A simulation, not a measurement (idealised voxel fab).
Process module, titled voxel self aligned vias
Cross-sectional view cut (width: 245 nm; square cell size: 5 nm).
Just so we're on the same page, the cross-sections are grids of square cells, and they're listed out in bands top to bottom, each band one or more rows deep. Top, bottom (nm), then materials left to right with widths (nm); lone material tagged "throughout" fills the whole band edge to edge; "blank" = empty space. All heights in this document are referenced to 0, defined as the level beneath which the wafer, as received, consists entirely of one material. The lowest band is not bounded below; it extends indefinitely downward and is written in the form "from 0 down". A width such as "30 to 40" changes by the same amount from each row of cells to the next, from the band's top row to its bottom row. Where a step carries "no change", the cross-section came out of it unchanged, cell for cell. "Encapsulated voids" specifies each empty space that is not open to the top and that occupies no fewer than 8 cells, using the form width x height at distance, the distance measured from the left edge and all three quantities in nm. after a step's settings: what the simulator itself notes on the step. When a step includes a mask, the "overlay nm" setting on its line states how far to the right of its planned place that mask lay, and negative values state how far to the left. Each pair of cross-sections that follows straddles one process step: the one shows the state before the step, the other the state after it, down to the lowest band that changed and no further. The step in question, and its settings, are given under the pair. Note that a pair is not necessarily a continuation of the pair above it, since pairs can come from different runs of this module on the same starting wafer; it is a continuation only where its entry headed "Snapshot before" says so.
# Snapshot before
    from 0 down: Si throughout
    Encapsulated voids: none
# Sectional View, Post-Process
    from 15 to 0: SiO2 throughout
    At heights below 0, the structure remains unaltered.
    Encapsulated voids: none
Step that separates the before view from the after view above: CONFORMAL_DEP (material SiO2; thk nm 15)
Snapshot before: look at the pair above, its after cross-section is where this step starts.
# Sectional View, Post-Process
    from 20 to 15: SiCN throughout
    At heights below 15, the structure remains unaltered.
    Encapsulated voids: none
Step that separates the before view from the after view above: CONFORMAL_DEP (material SiCN; thk nm 5)
Snapshot before: look at the pair above, its after cross-section is where this step starts.
# Sectional View, Post-Process
    from 40 to 20: lowk throughout
    At heights below 20, the structure remains unaltered.
    Encapsulated voids: none
Step that separates the before view from the after view above: DIRECTIONAL_DEP (material lowk; thk nm 20)
Snapshot before: look at the pair above, its after cross-section is where this step starts.
# Sectional View, Post-Process
    from 50 to 40: aC throughout
    At heights below 40, the structure remains unaltered.
    Encapsulated voids: none
Step that separates the before view from the after view above: DIRECTIONAL_DEP (material aC; thk nm 10)
Snapshot before: look at the pair above, its after cross-section is where this step starts.
# Sectional View, Post-Process
    from 80 to 50: 35 nm resist, then 30 nm blank, then 40 nm resist, then 30 nm blank, then 40 nm resist, then 30 nm blank, then 40 nm resist
    At heights below 50, the structure remains unaltered.
    Encapsulated voids: none
Step that separates the before view from the after view above: PATTERN (tone open; mask id LINES; material resist; width nm 30; pitch nm 70; thk nm 30; overlay nm 0)
Snapshot before: look at the pair above, its after cross-section is where this step starts.
# Sectional View, Post-Process
    from 70 to 50: 35 nm resist, then 30 nm blank, then 40 nm resist, then 30 nm blank, then 40 nm resist, then 30 nm blank, then 40 nm resist
    from 50 to 40: 35 nm aC, then 30 nm blank, then 40 nm aC, then 30 nm blank, then 40 nm aC, then 30 nm blank, then 40 nm aC
    At heights below 40, the structure remains unaltered.
    Encapsulated voids: none
Step that separates the before view from the after view above: DIRECTIONAL_ETCH (etch materials aC; depth nm 10)
Snapshot before: look at the pair above, its after cross-section is where this step starts.
# Sectional View, Post-Process
    from 50 to 40: 35 nm aC, then 30 nm blank, then 40 nm aC, then 30 nm blank, then 40 nm aC, then 30 nm blank, then 40 nm aC
    At heights below 40, the structure remains unaltered.
    Encapsulated voids: none
Step that separates the before view from the after view above: STRIP (etch materials resist)
Snapshot before: look at the pair above, its after cross-section is where this step starts.
# Sectional View, Post-Process
    from 50 to 40: 35 nm aC, then 30 nm blank, then 40 nm aC, then 30 nm blank, then 40 nm aC, then 30 nm blank, then 40 nm aC
    from 40 to 20: 35 nm lowk, then 30 nm blank, then 40 nm lowk, then 30 nm blank, then 40 nm lowk, then 30 nm blank, then 40 nm lowk
    At heights below 20, the structure remains unaltered.
    Encapsulated voids: none
Step that separates the before view from the after view above: DIRECTIONAL_ETCH (etch materials lowk; depth nm 20)
Snapshot before: look at the pair above, its after cross-section is where this step starts.
# Sectional View, Post-Process
    from 40 to 20: 35 nm lowk, then 30 nm blank, then 40 nm lowk, then 30 nm blank, then 40 nm lowk, then 30 nm blank, then 40 nm lowk
    At heights below 20, the structure remains unaltered.
    Encapsulated voids: none
Step that separates the before view from the after view above: STRIP (etch materials aC)
Snapshot before: look at the pair above, its after cross-section is where this step starts.
# Sectional View, Post-Process
    from 45 to 40: 40 nm TiN, then 20 nm blank, then 50 nm TiN, then 20 nm blank, then 50 nm TiN, then 20 nm blank, then 45 nm TiN
    from 40 to 25: 35 nm lowk, then 5 nm TiN, then 20 nm blank, then 5 nm TiN, then 40 nm lowk, then 5 nm TiN, then 20 nm blank, then 5 nm TiN, then 40 nm lowk, then 5 nm TiN, then 20 nm blank, then 5 nm TiN, then 40 nm lowk
    from 25 to 20: 35 nm lowk, then 30 nm TiN, then 40 nm lowk, then 30 nm TiN, then 40 nm lowk, then 30 nm TiN, then 40 nm lowk
    At heights below 20, the structure remains unaltered.
    Encapsulated voids: none
Step that separates the before view from the after view above: CONFORMAL_DEP (material TiN; thk nm 5)
Snapshot before: look at the pair above, its after cross-section is where this step starts.
# Sectional View, Post-Process
    from 55 to 45: W throughout
    from 45 to 40: 40 nm TiN, then 20 nm W, then 50 nm TiN, then 20 nm W, then 50 nm TiN, then 20 nm W, then 45 nm TiN
    from 40 to 25: 35 nm lowk, then 5 nm TiN, then 20 nm W, then 5 nm TiN, then 40 nm lowk, then 5 nm TiN, then 20 nm W, then 5 nm TiN, then 40 nm lowk, then 5 nm TiN, then 20 nm W, then 5 nm TiN, then 40 nm lowk
    At heights below 25, the structure remains unaltered.
    Encapsulated voids: none
Step that separates the before view from the after view above: FILL_DEP (material W; thk nm 10)
Snapshot before: look at the pair above, its after cross-section is where this step starts.
# Sectional View, Post-Process
    from 40 to 25: 35 nm lowk, then 5 nm TiN, then 20 nm W, then 5 nm TiN, then 40 nm lowk, then 5 nm TiN, then 20 nm W, then 5 nm TiN, then 40 nm lowk, then 5 nm TiN, then 20 nm W, then 5 nm TiN, then 40 nm lowk
    At heights below 25, the structure remains unaltered.
    Encapsulated voids: none
Step that separates the before view from the after view above: CMP (height nm 40)
Snapshot before: look at the pair above, its after cross-section is where this step starts.
# Sectional View, Post-Process
    from 40 to 30: 35 nm lowk, then 30 nm blank, then 40 nm lowk, then 30 nm blank, then 40 nm lowk, then 30 nm blank, then 40 nm lowk
    At heights below 30, the structure remains unaltered.
    Encapsulated voids: none
Step that separates the before view from the after view above: SELECTIVE_ETCH (etch materials W Ru TiN; depth nm 10)
Snapshot before: look at the pair above, its after cross-section is where this step starts.
# Sectional View, Post-Process
    from 50 to 40: SiN throughout
    from 40 to 30: 35 nm lowk, then 30 nm SiN, then 40 nm lowk, then 30 nm SiN, then 40 nm lowk, then 30 nm SiN, then 40 nm lowk
    At heights below 30, the structure remains unaltered.
    Encapsulated voids: none
Step that separates the before view from the after view above: FILL_DEP (material SiN; thk nm 10)
Snapshot before: look at the pair above, its after cross-section is where this step starts.
# Sectional View, Post-Process
    from 40 to 30: 35 nm lowk, then 30 nm SiN, then 40 nm lowk, then 30 nm SiN, then 40 nm lowk, then 30 nm SiN, then 40 nm lowk
    At heights below 30, the structure remains unaltered.
    Encapsulated voids: none
Step that separates the before view from the after view above: CMP (height nm 40)
Snapshot before: look at the pair above, its after cross-section is where this step starts.
# Sectional View, Post-Process
    from 60 to 40: lowk throughout
    At heights below 40, the structure remains unaltered.
    Encapsulated voids: none
Step that separates the before view from the after view above: DIRECTIONAL_DEP (material lowk; thk nm 20)
Snapshot before: look at the pair above, its after cross-section is where this step starts.
# Sectional View, Post-Process
    from 75 to 60: 30 nm resist, then 40 nm blank, then 30 nm resist, then 40 nm blank, then 30 nm resist, then 40 nm blank, then 35 nm resist
    At heights below 60, the structure remains unaltered.
    Encapsulated voids: none
Step that separates the before view from the after view above: PATTERN (tone open; mask id VIAS; material resist; width nm 40; pitch nm 70; thk nm 15; overlay nm 0)
Snapshot before: look at the pair above, its after cross-section is where this step starts.
# Sectional View, Post-Process
    from 75 to 60: 30 nm resist, then 40 nm blank, then 30 nm resist, then 40 nm blank, then 30 nm resist, then 40 nm blank, then 35 nm resist
    from 60 to 40: 30 nm lowk, then 40 nm blank, then 30 nm lowk, then 40 nm blank, then 30 nm lowk, then 40 nm blank, then 35 nm lowk
    At heights below 40, the structure remains unaltered.
    Encapsulated voids: none
Step that separates the before view from the after view above: DIRECTIONAL_ETCH (etch materials lowk; depth nm 20)
Snapshot before: look at the pair above, its after cross-section is where this step starts.
# Sectional View, Post-Process
    from 75 to 60: 30 nm resist, then 40 nm blank, then 30 nm resist, then 40 nm blank, then 30 nm resist, then 40 nm blank, then 35 nm resist
    from 60 to 40: 30 nm lowk, then 40 nm blank, then 30 nm lowk, then 40 nm blank, then 30 nm lowk, then 40 nm blank, then 35 nm lowk
    from 40 to 30: 35 nm lowk, then 30 nm blank, then 40 nm lowk, then 30 nm blank, then 40 nm lowk, then 30 nm blank, then 40 nm lowk
    At heights below 30, the structure remains unaltered.
    Encapsulated voids: none
Step that separates the before view from the after view above: DIRECTIONAL_ETCH (etch materials SiN; depth nm 10)
Snapshot before: look at the pair above, its after cross-section is where this step starts.
# Sectional View, Post-Process
    from 60 to 40: 30 nm lowk, then 40 nm blank, then 30 nm lowk, then 40 nm blank, then 30 nm lowk, then 40 nm blank, then 35 nm lowk
    At heights below 40, the structure remains unaltered.
    Encapsulated voids: none
Step that separates the before view from the after view above: STRIP (etch materials resist)
Snapshot before: look at the pair above, its after cross-section is where this step starts.
# Sectional View, Post-Process
    from 65 to 60: 35 nm TiN, then 30 nm blank, then 40 nm TiN, then 30 nm blank, then 40 nm TiN, then 30 nm blank, then 40 nm TiN
    from 60 to 45: 30 nm lowk, then 5 nm TiN, then 30 nm blank, then 5 nm TiN, then 30 nm lowk, then 5 nm TiN, then 30 nm blank, then 5 nm TiN, then 30 nm lowk, then 5 nm TiN, then 30 nm blank, then 5 nm TiN, then 35 nm lowk
    from 45 to 35: 30 to 35 nm lowk, then 10 to 5 nm TiN, then 20 nm blank, then 10 to 5 nm TiN, then 30 to 40 nm lowk, then 10 to 5 nm TiN, then 20 nm blank, then 10 to 5 nm TiN, then 30 to 40 nm lowk, then 10 to 5 nm TiN, then 20 nm blank, then 10 to 5 nm TiN, then 35 to 40 nm lowk
    from 35 to 30: 35 nm lowk, then 30 nm TiN, then 40 nm lowk, then 30 nm TiN, then 40 nm lowk, then 30 nm TiN, then 40 nm lowk
    At heights below 30, the structure remains unaltered.
    Encapsulated voids: none
Step that separates the before view from the after view above: CONFORMAL_DEP (material TiN; thk nm 5)
Snapshot before: look at the pair above, its after cross-section is where this step starts.
# Sectional View, Post-Process
    from 75 to 65: Ru throughout
    from 65 to 60: 35 nm TiN, then 30 nm Ru, then 40 nm TiN, then 30 nm Ru, then 40 nm TiN, then 30 nm Ru, then 40 nm TiN
    from 60 to 45: 30 nm lowk, then 5 nm TiN, then 30 nm Ru, then 5 nm TiN, then 30 nm lowk, then 5 nm TiN, then 30 nm Ru, then 5 nm TiN, then 30 nm lowk, then 5 nm TiN, then 30 nm Ru, then 5 nm TiN, then 35 nm lowk
    from 45 to 35: 30 to 35 nm lowk, then 10 to 5 nm TiN, then 20 nm Ru, then 10 to 5 nm TiN, then 30 to 40 nm lowk, then 10 to 5 nm TiN, then 20 nm Ru, then 10 to 5 nm TiN, then 30 to 40 nm lowk, then 10 to 5 nm TiN, then 20 nm Ru, then 10 to 5 nm TiN, then 35 to 40 nm lowk
    At heights below 35, the structure remains unaltered.
    Encapsulated voids: none
Step that separates the before view from the after view above: FILL_DEP (material Ru; thk nm 10)
Snapshot before: look at the pair above, its after cross-section is where this step starts.
# Sectional View, Post-Process
    from 60 to 45: 30 nm lowk, then 5 nm TiN, then 30 nm Ru, then 5 nm TiN, then 30 nm lowk, then 5 nm TiN, then 30 nm Ru, then 5 nm TiN, then 30 nm lowk, then 5 nm TiN, then 30 nm Ru, then 5 nm TiN, then 35 nm lowk
    At heights below 45, the structure remains unaltered.
    Encapsulated voids: none
Step that separates the before view from the after view above: CMP (height nm 60)
Snapshot before: look at the pair above, its after cross-section is where this step starts.
# Sectional View, Post-Process
    from 65 to 60: SiCN throughout
    At heights below 60, the structure remains unaltered.
    Encapsulated voids: none
Step that separates the before view from the after view above: CONFORMAL_DEP (material SiCN; thk nm 5)
# Snapshot before
    from 0 down: Si throughout
    Encapsulated voids: none
# Sectional View, Post-Process
    from 5 to 0: SiCN throughout
    At heights below 0, the structure remains unaltered.
    Encapsulated voids: none
Step that separates the before view from the after view above: CONFORMAL_DEP (material SiCN; thk nm 5)
Snapshot before: look at the pair above, its after cross-section is where this step starts.
# Sectional View, Post-Process
    from 25 to 5: lowk throughout
    At heights below 5, the structure remains unaltered.
    Encapsulated voids: none
Step that separates the before view from the after view above: DIRECTIONAL_DEP (material lowk; thk nm 20)
Snapshot before: look at the pair above, its after cross-section is where this step starts.
# Sectional View, Post-Process
    from 35 to 25: aC throughout
    At heights below 25, the structure remains unaltered.
    Encapsulated voids: none
Step that separates the before view from the after view above: DIRECTIONAL_DEP (material aC; thk nm 10)
Snapshot before: look at the pair above, its after cross-section is where this step starts.
# Sectional View, Post-Process
    from 65 to 35: 35 nm resist, then 30 nm blank, then 40 nm resist, then 30 nm blank, then 40 nm resist, then 30 nm blank, then 40 nm resist
    At heights below 35, the structure remains unaltered.
    Encapsulated voids: none
Step that separates the before view from the after view above: PATTERN (tone open; mask id LINES; material resist; width nm 30; pitch nm 70; thk nm 30; overlay nm 0)
Snapshot before: look at the pair above, its after cross-section is where this step starts.
# Sectional View, Post-Process
    from 55 to 35: 35 nm resist, then 30 nm blank, then 40 nm resist, then 30 nm blank, then 40 nm resist, then 30 nm blank, then 40 nm resist
    from 35 to 25: 35 nm aC, then 30 nm blank, then 40 nm aC, then 30 nm blank, then 40 nm aC, then 30 nm blank, then 40 nm aC
    At heights below 25, the structure remains unaltered.
    Encapsulated voids: none
Step that separates the before view from the after view above: DIRECTIONAL_ETCH (etch materials aC; depth nm 10)
Snapshot before: look at the pair above, its after cross-section is where this step starts.
# Sectional View, Post-Process
    from 35 to 25: 35 nm aC, then 30 nm blank, then 40 nm aC, then 30 nm blank, then 40 nm aC, then 30 nm blank, then 40 nm aC
    At heights below 25, the structure remains unaltered.
    Encapsulated voids: none
Step that separates the before view from the after view above: STRIP (etch materials resist)
Snapshot before: look at the pair above, its after cross-section is where this step starts.
# Sectional View, Post-Process
    from 35 to 25: 35 nm aC, then 30 nm blank, then 40 nm aC, then 30 nm blank, then 40 nm aC, then 30 nm blank, then 40 nm aC
    from 25 to 5: 35 nm lowk, then 30 nm blank, then 40 nm lowk, then 30 nm blank, then 40 nm lowk, then 30 nm blank, then 40 nm lowk
    At heights below 5, the structure remains unaltered.
    Encapsulated voids: none
Step that separates the before view from the after view above: DIRECTIONAL_ETCH (etch materials lowk; depth nm 20)
Snapshot before: look at the pair above, its after cross-section is where this step starts.
# Sectional View, Post-Process
    from 25 to 5: 35 nm lowk, then 30 nm blank, then 40 nm lowk, then 30 nm blank, then 40 nm lowk, then 30 nm blank, then 40 nm lowk
    At heights below 5, the structure remains unaltered.
    Encapsulated voids: none
Step that separates the before view from the after view above: STRIP (etch materials aC)
Snapshot before: look at the pair above, its after cross-section is where this step starts.
# Sectional View, Post-Process
    from 30 to 25: 40 nm TiN, then 20 nm blank, then 50 nm TiN, then 20 nm blank, then 50 nm TiN, then 20 nm blank, then 45 nm TiN
    from 25 to 10: 35 nm lowk, then 5 nm TiN, then 20 nm blank, then 5 nm TiN, then 40 nm lowk, then 5 nm TiN, then 20 nm blank, then 5 nm TiN, then 40 nm lowk, then 5 nm TiN, then 20 nm blank, then 5 nm TiN, then 40 nm lowk
    from 10 to 5: 35 nm lowk, then 30 nm TiN, then 40 nm lowk, then 30 nm TiN, then 40 nm lowk, then 30 nm TiN, then 40 nm lowk
    At heights below 5, the structure remains unaltered.
    Encapsulated voids: none
Step that separates the before view from the after view above: CONFORMAL_DEP (material TiN; thk nm 5)
Snapshot before: look at the pair above, its after cross-section is where this step starts.
# Sectional View, Post-Process
    from 40 to 30: W throughout
    from 30 to 25: 40 nm TiN, then 20 nm W, then 50 nm TiN, then 20 nm W, then 50 nm TiN, then 20 nm W, then 45 nm TiN
    from 25 to 10: 35 nm lowk, then 5 nm TiN, then 20 nm W, then 5 nm TiN, then 40 nm lowk, then 5 nm TiN, then 20 nm W, then 5 nm TiN, then 40 nm lowk, then 5 nm TiN, then 20 nm W, then 5 nm TiN, then 40 nm lowk
    At heights below 10, the structure remains unaltered.
    Encapsulated voids: none
Step that separates the before view from the after view above: FILL_DEP (material W; thk nm 10)
Snapshot before: look at the pair above, its after cross-section is where this step starts.
# Sectional View, Post-Process
    from 30 to 25: 40 nm TiN, then 20 nm W, then 50 nm TiN, then 20 nm W, then 50 nm TiN, then 20 nm W, then 45 nm TiN
    At heights below 25, the structure remains unaltered.
    Encapsulated voids: none
Step that separates the before view from the after view above: SELECTIVE_ETCH (etch materials W Ru TiN; depth nm 10)
Snapshot before: look at the pair above, its after cross-section is where this step starts.
# Sectional View, Post-Process
    from 40 to 30: SiN throughout
    At heights below 30, the structure remains unaltered.
    Encapsulated voids: none
Step that separates the before view from the after view above: FILL_DEP (material SiN; thk nm 10)
Snapshot before: look at the pair above, its after cross-section is where this step starts.
# Sectional View, Post-Process
    from 60 to 40: lowk throughout
    At heights below 40, the structure remains unaltered.
    Encapsulated voids: none
Step that separates the before view from the after view above: DIRECTIONAL_DEP (material lowk; thk nm 20)
Snapshot before: look at the pair above, its after cross-section is where this step starts.
# Sectional View, Post-Process
    from 75 to 60: 30 nm resist, then 40 nm blank, then 30 nm resist, then 40 nm blank, then 30 nm resist, then 40 nm blank, then 35 nm resist
    At heights below 60, the structure remains unaltered.
    Encapsulated voids: none
Step that separates the before view from the after view above: PATTERN (tone open; mask id VIAS; material resist; width nm 40; pitch nm 70; thk nm 15; overlay nm 0)
Snapshot before: look at the pair above, its after cross-section is where this step starts.
# Sectional View, Post-Process
    from 75 to 60: 30 nm resist, then 40 nm blank, then 30 nm resist, then 40 nm blank, then 30 nm resist, then 40 nm blank, then 35 nm resist
    from 60 to 40: 30 nm lowk, then 40 nm blank, then 30 nm lowk, then 40 nm blank, then 30 nm lowk, then 40 nm blank, then 35 nm lowk
    At heights below 40, the structure remains unaltered.
    Encapsulated voids: none
Step that separates the before view from the after view above: DIRECTIONAL_ETCH (etch materials lowk; depth nm 20)
Snapshot before: look at the pair above, its after cross-section is where this step starts.
# Sectional View, Post-Process
    from 75 to 60: 30 nm resist, then 40 nm blank, then 30 nm resist, then 40 nm blank, then 30 nm resist, then 40 nm blank, then 35 nm resist
    from 60 to 40: 30 nm lowk, then 40 nm blank, then 30 nm lowk, then 40 nm blank, then 30 nm lowk, then 40 nm blank, then 35 nm lowk
    from 40 to 30: 30 nm SiN, then 40 nm blank, then 30 nm SiN, then 40 nm blank, then 30 nm SiN, then 40 nm blank, then 35 nm SiN
    At heights below 30, the structure remains unaltered.
    Encapsulated voids: none
Step that separates the before view from the after view above: DIRECTIONAL_ETCH (etch materials SiN; depth nm 10)
Snapshot before: look at the pair above, its after cross-section is where this step starts.
# Sectional View, Post-Process
    from 60 to 40: 30 nm lowk, then 40 nm blank, then 30 nm lowk, then 40 nm blank, then 30 nm lowk, then 40 nm blank, then 35 nm lowk
    At heights below 40, the structure remains unaltered.
    Encapsulated voids: none
Step that separates the before view from the after view above: STRIP (etch materials resist)
Snapshot before: look at the pair above, its after cross-section is where this step starts.
# Sectional View, Post-Process
    from 65 to 60: 35 nm TiN, then 30 nm blank, then 40 nm TiN, then 30 nm blank, then 40 nm TiN, then 30 nm blank, then 40 nm TiN
    from 60 to 40: 30 nm lowk, then 5 nm TiN, then 30 nm blank, then 5 nm TiN, then 30 nm lowk, then 5 nm TiN, then 30 nm blank, then 5 nm TiN, then 30 nm lowk, then 5 nm TiN, then 30 nm blank, then 5 nm TiN, then 35 nm lowk
    from 40 to 35: 30 nm SiN, then 5 nm TiN, then 30 nm blank, then 5 nm TiN, then 30 nm SiN, then 5 nm TiN, then 30 nm blank, then 5 nm TiN, then 30 nm SiN, then 5 nm TiN, then 30 nm blank, then 5 nm TiN, then 35 nm SiN
    from 35 to 30: 30 nm SiN, then 40 nm TiN, then 30 nm SiN, then 40 nm TiN, then 30 nm SiN, then 40 nm TiN, then 35 nm SiN
    At heights below 30, the structure remains unaltered.
    Encapsulated voids: none
Step that separates the before view from the after view above: CONFORMAL_DEP (material TiN; thk nm 5)
Snapshot before: look at the pair above, its after cross-section is where this step starts.
# Sectional View, Post-Process
    from 75 to 65: Ru throughout
    from 65 to 60: 35 nm TiN, then 30 nm Ru, then 40 nm TiN, then 30 nm Ru, then 40 nm TiN, then 30 nm Ru, then 40 nm TiN
    from 60 to 40: 30 nm lowk, then 5 nm TiN, then 30 nm Ru, then 5 nm TiN, then 30 nm lowk, then 5 nm TiN, then 30 nm Ru, then 5 nm TiN, then 30 nm lowk, then 5 nm TiN, then 30 nm Ru, then 5 nm TiN, then 35 nm lowk
    from 40 to 35: 30 nm SiN, then 5 nm TiN, then 30 nm Ru, then 5 nm TiN, then 30 nm SiN, then 5 nm TiN, then 30 nm Ru, then 5 nm TiN, then 30 nm SiN, then 5 nm TiN, then 30 nm Ru, then 5 nm TiN, then 35 nm SiN
    At heights below 35, the structure remains unaltered.
    Encapsulated voids: none
Step that separates the before view from the after view above: FILL_DEP (material Ru; thk nm 10)
Snapshot before: look at the pair above, its after cross-section is where this step starts.
# Sectional View, Post-Process
    from 60 to 40: 30 nm lowk, then 5 nm TiN, then 30 nm Ru, then 5 nm TiN, then 30 nm lowk, then 5 nm TiN, then 30 nm Ru, then 5 nm TiN, then 30 nm lowk, then 5 nm TiN, then 30 nm Ru, then 5 nm TiN, then 35 nm lowk
    At heights below 40, the structure remains unaltered.
    Encapsulated voids: none
Step that separates the before view from the after view above: CMP (height nm 60)
Snapshot before: look at the pair above, its after cross-section is where this step starts.
# Sectional View, Post-Process
    from 65 to 60: SiCN throughout
    At heights below 60, the structure remains unaltered.
    Encapsulated voids: none
Step that separates the before view from the after view above: CONFORMAL_DEP (material SiCN; thk nm 5)
# Snapshot before
    from 75 to 60: 30 nm resist, then 40 nm blank, then 30 nm resist, then 40 nm blank, then 30 nm resist, then 40 nm blank, then 35 nm resist
    from 60 to 40: 30 nm lowk, then 40 nm blank, then 30 nm lowk, then 40 nm blank, then 30 nm lowk, then 40 nm blank, then 35 nm lowk
    from 40 to 30: 35 nm lowk, then 30 nm SiN, then 40 nm lowk, then 30 nm SiN, then 40 nm lowk, then 30 nm SiN, then 40 nm lowk
    from 30 to 25: 35 nm lowk, then 5 nm TiN, then 20 nm W, then 5 nm TiN, then 40 nm lowk, then 5 nm TiN, then 20 nm W, then 5 nm TiN, then 40 nm lowk, then 5 nm TiN, then 20 nm W, then 5 nm TiN, then 40 nm lowk
    from 25 to 20: 35 nm lowk, then 30 nm TiN, then 40 nm lowk, then 30 nm TiN, then 40 nm lowk, then 30 nm TiN, then 40 nm lowk
    from 20 to 15: SiCN throughout
    from 15 to 0: SiO2 throughout
    from 0 down: Si throughout
    Encapsulated voids: none
# Sectional View, Post-Process
    from 75 to 60: 30 nm resist, then 40 nm blank, then 30 nm resist, then 40 nm blank, then 30 nm resist, then 40 nm blank, then 35 nm resist
    from 60 to 40: 30 nm lowk, then 40 nm blank, then 30 nm lowk, then 40 nm blank, then 30 nm lowk, then 40 nm blank, then 35 nm lowk
    from 40 to 30: 30 nm lowk, then 5 nm blank, then 30 nm SiN, then 5 nm blank, then 30 nm lowk, then 5 nm blank, then 30 nm SiN, then 5 nm blank, then 30 nm lowk, then 5 nm blank, then 30 nm SiN, then 5 nm blank, then 35 nm lowk
    from 30 to 25: 30 nm lowk, then 5 nm blank, then 5 nm TiN, then 20 nm W, then 5 nm TiN, then 5 nm blank, then 30 nm lowk, then 5 nm blank, then 5 nm TiN, then 20 nm W, then 5 nm TiN, then 5 nm blank, then 30 nm lowk, then 5 nm blank, then 5 nm TiN, then 20 nm W, then 5 nm TiN, then 5 nm blank, then 35 nm lowk
    from 25 to 20: 30 nm lowk, then 5 nm blank, then 30 nm TiN, then 5 nm blank, then 30 nm lowk, then 5 nm blank, then 30 nm TiN, then 5 nm blank, then 30 nm lowk, then 5 nm blank, then 30 nm TiN, then 5 nm blank, then 35 nm lowk
    At heights below 20, the structure remains unaltered.
    Encapsulated voids: none
Step that separates the before view from the after view above: DIRECTIONAL_ETCH (etch materials lowk; depth nm 20)
Snapshot before: look at the pair above, its after cross-section is where this step starts.
# Sectional View, Post-Process
    from 75 to 60: 30 nm resist, then 40 nm blank, then 30 nm resist, then 40 nm blank, then 30 nm resist, then 40 nm blank, then 35 nm resist
    from 60 to 30: 30 nm lowk, then 40 nm blank, then 30 nm lowk, then 40 nm blank, then 30 nm lowk, then 40 nm blank, then 35 nm lowk
    At heights below 30, the structure remains unaltered.
    Encapsulated voids: none
Step that separates the before view from the after view above: DIRECTIONAL_ETCH (etch materials SiN; depth nm 10)
Snapshot before: look at the pair above, its after cross-section is where this step starts.
# Sectional View, Post-Process
    from 60 to 30: 30 nm lowk, then 40 nm blank, then 30 nm lowk, then 40 nm blank, then 30 nm lowk, then 40 nm blank, then 35 nm lowk
    At heights below 30, the structure remains unaltered.
    Encapsulated voids: none
Step that separates the before view from the after view above: STRIP (etch materials resist)
Snapshot before: look at the pair above, its after cross-section is where this step starts.
# Sectional View, Post-Process
    from 65 to 60: 35 nm TiN, then 30 nm blank, then 40 nm TiN, then 30 nm blank, then 40 nm TiN, then 30 nm blank, then 40 nm TiN
    from 60 to 35: 30 nm lowk, then 5 nm TiN, then 30 nm blank, then 5 nm TiN, then 30 nm lowk, then 5 nm TiN, then 30 nm blank, then 5 nm TiN, then 30 nm lowk, then 5 nm TiN, then 30 nm blank, then 5 nm TiN, then 35 nm lowk
    from 35 to 30: 30 nm lowk, then 40 nm TiN, then 30 nm lowk, then 40 nm TiN, then 30 nm lowk, then 40 nm TiN, then 35 nm lowk
    from 30 to 25: 30 nm lowk, then 10 nm TiN, then 20 nm W, then 10 nm TiN, then 30 nm lowk, then 10 nm TiN, then 20 nm W, then 10 nm TiN, then 30 nm lowk, then 10 nm TiN, then 20 nm W, then 10 nm TiN, then 35 nm lowk
    from 25 to 20: 30 nm lowk, then 40 nm TiN, then 30 nm lowk, then 40 nm TiN, then 30 nm lowk, then 40 nm TiN, then 35 nm lowk
    At heights below 20, the structure remains unaltered.
    Encapsulated voids: none
Step that separates the before view from the after view above: CONFORMAL_DEP (material TiN; thk nm 5)
Snapshot before: look at the pair above, its after cross-section is where this step starts.
# Sectional View, Post-Process
    from 75 to 65: Ru throughout
    from 65 to 60: 35 nm TiN, then 30 nm Ru, then 40 nm TiN, then 30 nm Ru, then 40 nm TiN, then 30 nm Ru, then 40 nm TiN
    from 60 to 35: 30 nm lowk, then 5 nm TiN, then 30 nm Ru, then 5 nm TiN, then 30 nm lowk, then 5 nm TiN, then 30 nm Ru, then 5 nm TiN, then 30 nm lowk, then 5 nm TiN, then 30 nm Ru, then 5 nm TiN, then 35 nm lowk
    At heights below 35, the structure remains unaltered.
    Encapsulated voids: none
Step that separates the before view from the after view above: FILL_DEP (material Ru; thk nm 10)
Snapshot before: look at the pair above, its after cross-section is where this step starts.
# Sectional View, Post-Process
    from 60 to 35: 30 nm lowk, then 5 nm TiN, then 30 nm Ru, then 5 nm TiN, then 30 nm lowk, then 5 nm TiN, then 30 nm Ru, then 5 nm TiN, then 30 nm lowk, then 5 nm TiN, then 30 nm Ru, then 5 nm TiN, then 35 nm lowk
    At heights below 35, the structure remains unaltered.
    Encapsulated voids: none
Step that separates the before view from the after view above: CMP (height nm 60)
Snapshot before: look at the pair above, its after cross-section is where this step starts.
# Sectional View, Post-Process
    from 65 to 60: SiCN throughout
    At heights below 60, the structure remains unaltered.
    Encapsulated voids: none
Step that separates the before view from the after view above: CONFORMAL_DEP (material SiCN; thk nm 5)
# Snapshot before
    from 5 to 0: SiCN throughout
    from 0 down: Si throughout
    Encapsulated voids: none
# Sectional View, Post-Process
    from 20 to 5: SiO2 throughout
    At heights below 5, the structure remains unaltered.
    Encapsulated voids: none
Step that separates the before view from the after view above: CONFORMAL_DEP (material SiO2; thk nm 15)
Snapshot before: look at the pair above, its after cross-section is where this step starts.
# Sectional View, Post-Process
    from 40 to 20: lowk throughout
    At heights below 20, the structure remains unaltered.
    Encapsulated voids: none
Step that separates the before view from the after view above: DIRECTIONAL_DEP (material lowk; thk nm 20)
Snapshot before: look at the pair above, its after cross-section is where this step starts.
# Sectional View, Post-Process
    from 50 to 40: aC throughout
    At heights below 40, the structure remains unaltered.
    Encapsulated voids: none
Step that separates the before view from the after view above: DIRECTIONAL_DEP (material aC; thk nm 10)
Snapshot before: look at the pair above, its after cross-section is where this step starts.
# Sectional View, Post-Process
    from 80 to 50: 35 nm resist, then 30 nm blank, then 40 nm resist, then 30 nm blank, then 40 nm resist, then 30 nm blank, then 40 nm resist
    At heights below 50, the structure remains unaltered.
    Encapsulated voids: none
Step that separates the before view from the after view above: PATTERN (tone open; mask id LINES; material resist; width nm 30; pitch nm 70; thk nm 30; overlay nm 0)
Snapshot before: look at the pair above, its after cross-section is where this step starts.
# Sectional View, Post-Process
    from 70 to 50: 35 nm resist, then 30 nm blank, then 40 nm resist, then 30 nm blank, then 40 nm resist, then 30 nm blank, then 40 nm resist
    from 50 to 40: 35 nm aC, then 30 nm blank, then 40 nm aC, then 30 nm blank, then 40 nm aC, then 30 nm blank, then 40 nm aC
    At heights below 40, the structure remains unaltered.
    Encapsulated voids: none
Step that separates the before view from the after view above: DIRECTIONAL_ETCH (etch materials aC; depth nm 10)
Snapshot before: look at the pair above, its after cross-section is where this step starts.
# Sectional View, Post-Process
    from 50 to 40: 35 nm aC, then 30 nm blank, then 40 nm aC, then 30 nm blank, then 40 nm aC, then 30 nm blank, then 40 nm aC
    At heights below 40, the structure remains unaltered.
    Encapsulated voids: none
Step that separates the before view from the after view above: STRIP (etch materials resist)
